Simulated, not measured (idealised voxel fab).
Process module in this document: voxel local oxidation
Square cells of 5 nm make up the cross-section cut, whose width is 140 nm.
Square cells in a grid make up a cross-section in this document, and the grid is given as bands, listed from the top down, each one or more rows of cells. Band entry format. Leading values: height of top, height of bottom, nm. Remainder: materials in left-to-right order, each with its width in nm. Special words: "throughout" on a single material, which then fills the band edge to edge; "air", empty space. Heights are reckoned from 0. Under this level, the received wafer is all of one material. The bottommost band is open-ended downward, for example "0 -> down". It should be noted that a width expressed as "30->40" varies in equal increments from row to row of cells within the band, taking the value of the first number at the top row and that of the second number at the bottom row. Step note "remained the same" = no cross-section cell changed. The entry "Enclosed void catalog" lists the empty spaces that cover at least 8 cells and have no open path to the top. Each is written as width x height at distance, where the distance is measured from the left edge and all three values are in nm. On a step's line, text after the settings is the simulator commenting on that step. When a step includes a mask, the "overlay nm" setting on its line states how far to the right of its planned place that mask lay, and negative values state how far to the left.

PLANNED STEP LIST FOR THE PROCESS
step 1: RECEIVE with material Si
step 2: OXIDIZE with depth nm 5
step 3: CONFORMAL_DEP with material SiN, thk nm 10
step 4: PATTERN with tone cover, mask id ACTIVE, material resist, width nm 85, thk nm 15, overlay nm 0
step 5: DIRECTIONAL_ETCH with etch materials SiN, depth nm 10
step 6: STRIP with etch materials resist
step 7: SELECTIVE_ETCH with etch materials SiO2, depth nm 5
step 8: OXIDIZE with depth nm 10
step 9: STRIP with etch materials SiN
Every wafer here starts from the same state; it is the step 4 width nm that distinguishes them, and the value the plan gives belongs to the first wafer.

RECEIVED WAFERS, FIRST OF SEVERAL: CROSS-SECTION AFTER STEP 1
0 -> down: Si throughout
Enclosed void catalog: none

DEPICTED HERE IS THE FIRST OF SEVERAL WAFERS IN CROSS-SECTION, AT MODULE COMPLETION FOLLOWING THE LAST STEP, STEP 9
0 -> -5: air 30, then SiO2 75, then air 35
-5 -> -15: SiO2 40, then Si 55, then SiO2 45
-15 -> down: Si throughout
Enclosed void catalog: none

FINAL WAFER CROSS-SECTION AT MODULE END
0 -> -5: air 20, then SiO2 100, then air 20
-5 -> -15: SiO2 30, then Si 80, then SiO2 30
-15 -> down: Si throughout
Enclosed void catalog: none

WHERE EACH WAFER STANDS AT THE END OF THE MODULE, A ROW APIECE: CELLS OF EACH MATERIAL GAINED (+) OR LOST (-) SINCE IT WAS RECEIVED, THEN CLOSED VOIDS
width nm 85, -62 Si, +49 SiO2, Enclosed void catalog: none
width nm 90, -60 Si, +48 SiO2, Enclosed void catalog: none
width nm 95, -58 Si, +47 SiO2, Enclosed void catalog: none
width nm 100, -56 Si, +46 SiO2, Enclosed void catalog: none
width nm 105, -54 Si, +45 SiO2, Enclosed void catalog: none
width nm 110, -52 Si, +44 SiO2, Enclosed void catalog: none
